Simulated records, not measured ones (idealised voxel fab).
This is a process module. Its name is voxel ribs on slabs.
The figure presents cross-section cut, which has a width of 240 nm and is divided into square cells with an edge length of 5 nm.
This document writes a cross-section as a grid whose cells are square, and gives it as bands, listed from the top down; one or more rows of cells form a band. Band entry format. Leading values: height of top, height of bottom, nm. Remainder: materials in left-to-right order, each with its width in nm. Special words: "everywhere" on a single material, which then fills the band edge to edge; "air", empty space. All heights in this document are referenced to 0, defined as the level beneath which the wafer, as received, consists entirely of one material. The lowest band is not bounded below; it extends indefinitely downward and is written in the form "0 and below". A width such as "30 to 40" changes by the same amount from each row of cells to the next, from the band's top row to its bottom row. It should be understood that the words "no alteration", when stated for a given step, signify that the cross-section underwent no change in any of its cells during that step. For the entry "Unvented voids", the listed items are empty spaces with no open way to the top whose size is 8 cells or more; each item follows the pattern width x height at distance, where distance is from the left edge and all three are in nm. Read whatever lies past the settings on a step's line as the simulator's own remark about the step. overlay nm: mask offset rightward from planned place, masked step; negative means leftward offset.
**Process steps foreseen in the plan**
- 1: RECEIVE: material Si
- 2: DIRECTIONAL_DEP: material SiO2, thk nm 30
- 3: DIRECTIONAL_DEP: material SiN, thk nm 20
- 4: MASKED_ETCH: tone cover, mask id RIB, width nm 30, etch materials SiN, depth nm 10, overlay nm 0
- 5: PATTERN: tone cover, mask id SLAB, material resist, width nm 60, thk nm 20, overlay nm 0
- 6: DIRECTIONAL_ETCH: etch materials SiN, depth nm 10
- 7: STRIP: etch materials resist
- 8: FILL_DEP: material SiO2, thk nm 20
- 9: CMP: height nm 60
- 10: DIRECTIONAL_DEP: material TiN, thk nm 10
- 11: MASKED_ETCH: tone cover, mask id HEATER, width nm 40, etch materials TiN, depth nm 10, overlay nm 0
- 12: CONFORMAL_DEP: material SiO2, thk nm 5
**The first of two wafers, run as planned**
**Received-state cross-section, reflecting completion of step 1**
* 0 and below  Si everywhere
* Unvented voids: none
**The following cross-section depicts the wafer upon completion of step 2**
* 30 down to 0  SiO2 everywhere
* Rest of section, below 0: as before.
**The following cross-section depicts the wafer upon completion of step 3**
* 50 down to 30  SiN everywhere
* Rest of section, below 30: as before.
**The following cross-section depicts the wafer upon completion of step 4**
* 50 down to 40  air=105 / SiN=30 / air=105
* Rest of section, below 40: as before.
**The following cross-section depicts the wafer upon completion of step 5**
* 70 down to 50  air=90 / resist=60 / air=90
* 50 down to 40  air=90 / resist=15 / SiN=30 / resist=15 / air=90
* Rest of section, below 40: as before.
**The following cross-section depicts the wafer upon completion of step 6**
* 70 down to 50  air=90 / resist=60 / air=90
* 50 down to 40  air=90 / resist=15 / SiN=30 / resist=15 / air=90
* 40 down to 30  air=90 / SiN=60 / air=90
* Rest of section, below 30: as before.
**The following cross-section depicts the wafer upon completion of step 7**
* 50 down to 40  air=105 / SiN=30 / air=105
* Rest of section, below 40: as before.
**The following cross-section depicts the wafer upon completion of step 8**
* 70 down to 50  SiO2 everywhere
* 50 down to 40  SiO2=105 / SiN=30 / SiO2=105
* 40 down to 30  SiO2=90 / SiN=60 / SiO2=90
* Rest of section, below 30: as before.
**The following cross-section depicts the wafer upon completion of step 9**
* 60 down to 50  SiO2 everywhere
* Rest of section, below 50: as before.
**The following cross-section depicts the wafer upon completion of step 10**
* 70 down to 60  TiN everywhere
* Rest of section, below 60: as before.
**The following cross-section depicts the wafer upon completion of step 11**
* 70 down to 60  air=100 / TiN=40 / air=100
* Rest of section, below 60: as before.
**The following cross-section depicts the wafer upon completion of step 12**
* 75 down to 70  air=95 / SiO2=50 / air=95
* 70 down to 65  air=95 / SiO2=5 / TiN=40 / SiO2=5 / air=95
* 65 down to 60  SiO2=100 / TiN=40 / SiO2=100
* Rest of section, below 60: as before.
**Notes, second wafer: start = first wafer's, plan = first wafer's, execution had one mistake; history identical to first through step 2**
**Here is the second wafer in cross-section at the point where step 3 of the plan should have been done**
* 70 down to 30  SiN everywhere
* Rest of section, below 30: as before.
**Here is the second wafer in cross-section at the point where step 4 of the plan should have been done**
* 70 down to 60  air=105 / SiN=30 / air=105
* Rest of section, below 60: as before.
**Here is the second wafer in cross-section at the point where step 5 of the plan should have been done**
* 90 down to 70  air=90 / resist=60 / air=90
* 70 down to 60  air=90 / resist=15 / SiN=30 / resist=15 / air=90
* Rest of section, below 60: as before.
**Here is the second wafer in cross-section at the point where step 6 of the plan should have been done**
* 90 down to 70  air=90 / resist=60 / air=90
* 70 down to 60  air=90 / resist=15 / SiN=30 / resist=15 / air=90
* 60 down to 50  air=90 / SiN=60 / air=90
* Rest of section, below 50: as before.
**Here is the second wafer in cross-section at the point where step 7 of the plan should have been done**
* 70 down to 60  air=105 / SiN=30 / air=105
* Rest of section, below 60: as before.
**Here is the second wafer in cross-section at the point where step 8 of the plan should have been done**
* 90 down to 70  SiO2 everywhere
* 70 down to 60  SiO2=105 / SiN=30 / SiO2=105
* 60 down to 50  SiO2=90 / SiN=60 / SiO2=90
* Rest of section, below 50: as before.
**Here is the second wafer in cross-section at the point where step 9 of the plan should have been done**
* 60 down to 50  SiO2=90 / SiN=60 / SiO2=90
* Rest of section, below 50: as before.
**Here is the second wafer in cross-section at the point where step 10 of the plan should have been done**
* 70 down to 60  TiN everywhere
* Rest of section, below 60: as before.
**Here is the second wafer in cross-section at the point where step 11 of the plan should have been done**
* 70 down to 60  air=100 / TiN=40 / air=100
* Rest of section, below 60: as before.
**Here is the second wafer in cross-section at the point where step 12 of the plan should have been done**
* 75 down to 70  air=95 / SiO2=50 / air=95
* 70 down to 65  air=95 / SiO2=5 / TiN=40 / SiO2=5 / air=95
* 65 down to 60  SiO2=100 / TiN=40 / SiO2=100
* Rest of section, below 60: as before.
Deviation noted in wafer processing: twice over, step 3 of the plan was run
End of process, cell counts, second wafer against first, materials with more or fewer: SiN +180; SiO2 -180
